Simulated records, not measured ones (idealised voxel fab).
Proc. module: voxel released beams
Section cut is 220 nm wide and gridded with 5 nm square cells.
Cross-sections here: square-cell grids, written as top-down lists of bands, a band being one or more rows of cells. Band: top height; bottom height; in nm. Then, left to right: material with width in nm, for each material. "edge to edge": a single material spanning edge to edge. "blank": empty space. Height 0 is the level under which the wafer as received is all one material. The lowest band goes on downwards, as in "0 nm and below". You'd read "30..40" like this: the band's top row of cells is as wide as the first number, its bottom row is as wide as the second, and going down, every row changes width by the same amount as the row before did. The designation "remained the same", where it is given for a processing step, indicates that no cell of the cross-section was altered in the course of that step. "Voids lacking openings" specifies each empty space that is not open to the top and that occupies no fewer than 8 cells, using the form width x height at distance, the distance measured from the left edge and all three quantities in nm. Formally, on a step line, whatever follows the settings is a remark that the simulator itself makes on the step. When a step includes a mask, the "overlay nm" setting on its line states how far to the right of its planned place that mask lay, and negative values state how far to the left.

# Below is the list of planned process steps
1 RECEIVE: material Si
2 CONFORMAL_DEP: material Al2O3, thk nm 5
3 DIRECTIONAL_DEP: material SiO2, thk nm 10
4 DIRECTIONAL_DEP: material aC, thk nm 15
5 PATTERN: tone open, mask id ANCHOR, material resist, width nm 35, thk nm 35, overlay nm 0
6 DIRECTIONAL_ETCH: etch materials aC, depth nm 15
7 STRIP: etch materials resist
8 DIRECTIONAL_ETCH: etch materials SiO2, depth nm 10
9 STRIP: etch materials aC
10 CONFORMAL_DEP: material polySi, thk nm 10
11 DIRECTIONAL_DEP: material aC, thk nm 15
12 PATTERN: tone cover, mask id BEAM, material resist, width nm 85, thk nm 30, overlay nm 0
13 DIRECTIONAL_ETCH: etch materials aC, depth nm 15
14 STRIP: etch materials resist
15 DIRECTIONAL_ETCH: etch materials polySi, depth nm 10
16 STRIP: etch materials aC
17 STRIP: etch materials SiO2

# Concerning the first of two wafers, which was run in accordance with the plan

# Received-state cross-section, reflecting completion of step 1
> 0 nm and below = Si edge to edge
> Voids lacking openings: none

# How the wafer stands in section after step 2
> 5 nm to 0 nm = Al2O3 edge to edge
> Under 0: no change, same as before.

# How the wafer stands in section after step 3
> 15 nm to 5 nm = SiO2 edge to edge
> Under 5: no change, same as before.

# How the wafer stands in section after step 4
> 30 nm to 15 nm = aC edge to edge
> Under 15: no change, same as before.

# How the wafer stands in section after step 5
> 65 nm to 30 nm = resist 70 / blank 35 / resist 115
> Under 30: no change, same as before.

# How the wafer stands in section after step 6
> 50 nm to 30 nm = resist 70 / blank 35 / resist 115
> 30 nm to 15 nm = aC 70 / blank 35 / aC 115
> Under 15: no change, same as before.

# How the wafer stands in section after step 7
> 30 nm to 15 nm = aC 70 / blank 35 / aC 115
> Under 15: no change, same as before.

# How the wafer stands in section after step 8
> 30 nm to 15 nm = aC 70 / blank 35 / aC 115
> 15 nm to 5 nm = SiO2 70 / blank 35 / SiO2 115
> Under 5: no change, same as before.

# How the wafer stands in section after step 9
> 15 nm to 5 nm = SiO2 70 / blank 35 / SiO2 115
> Under 5: no change, same as before.

# How the wafer stands in section after step 10
> 25 nm to 15 nm = polySi 80 / blank 15 / polySi 125
> 15 nm to 5 nm = SiO2 70 / polySi 35 / SiO2 115
> Under 5: no change, same as before.

# How the wafer stands in section after step 11
> 40 nm to 30 nm = aC 80 / blank 15 / aC 125
> 30 nm to 25 nm = aC edge to edge
> 25 nm to 15 nm = polySi 80 / aC 15 / polySi 125
> Under 15: no change, same as before.

# How the wafer stands in section after step 12
> 70 nm to 40 nm = blank 65 / resist 85 / blank 70
> 40 nm to 30 nm = aC 80 / resist 15 / aC 125
> Under 30: no change, same as before.

# How the wafer stands in section after step 13
> 55 nm to 40 nm = blank 65 / resist 85 / blank 70
> 40 nm to 30 nm = blank 65 / aC 15 / resist 15 / aC 55 / blank 70
> 30 nm to 25 nm = blank 65 / aC 85 / blank 70
> Under 25: no change, same as before.

# How the wafer stands in section after step 14
> 40 nm to 30 nm = blank 65 / aC 15 / blank 15 / aC 55 / blank 70
> Under 30: no change, same as before.

# How the wafer stands in section after step 15
> 40 nm to 30 nm = blank 65 / aC 15 / blank 15 / aC 55 / blank 70
> 30 nm to 25 nm = blank 65 / aC 85 / blank 70
> 25 nm to 15 nm = blank 65 / polySi 15 / aC 15 / polySi 55 / blank 70
> Under 15: no change, same as before.

# How the wafer stands in section after step 16
> 25 nm to 15 nm = blank 65 / polySi 15 / blank 15 / polySi 55 / blank 70
> Under 15: no change, same as before.

# How the wafer stands in section after step 17
> 25 nm to 15 nm = blank 65 / polySi 15 / blank 15 / polySi 55 / blank 70
> 15 nm to 5 nm = blank 70 / polySi 35 / blank 115
> Under 5: no change, same as before.

# Regarding the second of the two wafers: it shared the first wafer's starting condition and process plan, yet one error occurred during its execution. Its history coincides with that of the first wafer up to and including step 1

Second wafer: cross-section at the scheduled end of step 2: remained the same

# Second wafer: cross-section at the scheduled end of step 3
> 10 nm to 0 nm = SiO2 edge to edge
> Under 0: no change, same as before.

# Second wafer: cross-section at the scheduled end of step 4
> 25 nm to 10 nm = aC edge to edge
> Under 10: no change, same as before.

# Second wafer: cross-section at the scheduled end of step 5
> 60 nm to 25 nm = resist 70 / blank 35 / resist 115
> Under 25: no change, same as before.

# Second wafer: cross-section at the scheduled end of step 6
> 45 nm to 25 nm = resist 70 / blank 35 / resist 115
> 25 nm to 10 nm = aC 70 / blank 35 / aC 115
> Under 10: no change, same as before.

# Second wafer: cross-section at the scheduled end of step 7
> 25 nm to 10 nm = aC 70 / blank 35 / aC 115
> Under 10: no change, same as before.

# Second wafer: cross-section at the scheduled end of step 8
> 25 nm to 10 nm = aC 70 / blank 35 / aC 115
> 10 nm to 0 nm = SiO2 70 / blank 35 / SiO2 115
> Under 0: no change, same as before.

# Second wafer: cross-section at the scheduled end of step 9
> 10 nm to 0 nm = SiO2 70 / blank 35 / SiO2 115
> Under 0: no change, same as before.

# Second wafer: cross-section at the scheduled end of step 10
> 20 nm to 10 nm = polySi 80 / blank 15 / polySi 125
> 10 nm to 0 nm = SiO2 70 / polySi 35 / SiO2 115
> Under 0: no change, same as before.

# Second wafer: cross-section at the scheduled end of step 11
> 35 nm to 25 nm = aC 80 / blank 15 / aC 125
> 25 nm to 20 nm = aC edge to edge
> 20 nm to 10 nm = polySi 80 / aC 15 / polySi 125
> Under 10: no change, same as before.

# Second wafer: cross-section at the scheduled end of step 12
> 65 nm to 35 nm = blank 65 / resist 85 / blank 70
> 35 nm to 25 nm = aC 80 / resist 15 / aC 125
> Under 25: no change, same as before.

# Second wafer: cross-section at the scheduled end of step 13
> 50 nm to 35 nm = blank 65 / resist 85 / blank 70
> 35 nm to 25 nm = blank 65 / aC 15 / resist 15 / aC 55 / blank 70
> 25 nm to 20 nm = blank 65 / aC 85 / blank 70
> Under 20: no change, same as before.

# Second wafer: cross-section at the scheduled end of step 14
> 35 nm to 25 nm = blank 65 / aC 15 / blank 15 / aC 55 / blank 70
> Under 25: no change, same as before.

# Second wafer: cross-section at the scheduled end of step 15
> 35 nm to 25 nm = blank 65 / aC 15 / blank 15 / aC 55 / blank 70
> 25 nm to 20 nm = blank 65 / aC 85 / blank 70
> 20 nm to 10 nm = blank 65 / polySi 15 / aC 15 / polySi 55 / blank 70
> Under 10: no change, same as before.

# Second wafer: cross-section at the scheduled end of step 16
> 20 nm to 10 nm = blank 65 / polySi 15 / blank 15 / polySi 55 / blank 70
> Under 10: no change, same as before.

# Second wafer: cross-section at the scheduled end of step 17
> 20 nm to 10 nm = blank 65 / polySi 15 / blank 15 / polySi 55 / blank 70
> 10 nm to 0 nm = blank 70 / polySi 35 / blank 115
> Under 0: no change, same as before.
Where did the run depart from the plan? step 2 of the plan got skipped, so it never ran
Bottom line after processing is that, in cells, the second wafer is up or down on some materials versus the first: Al2O3 -44
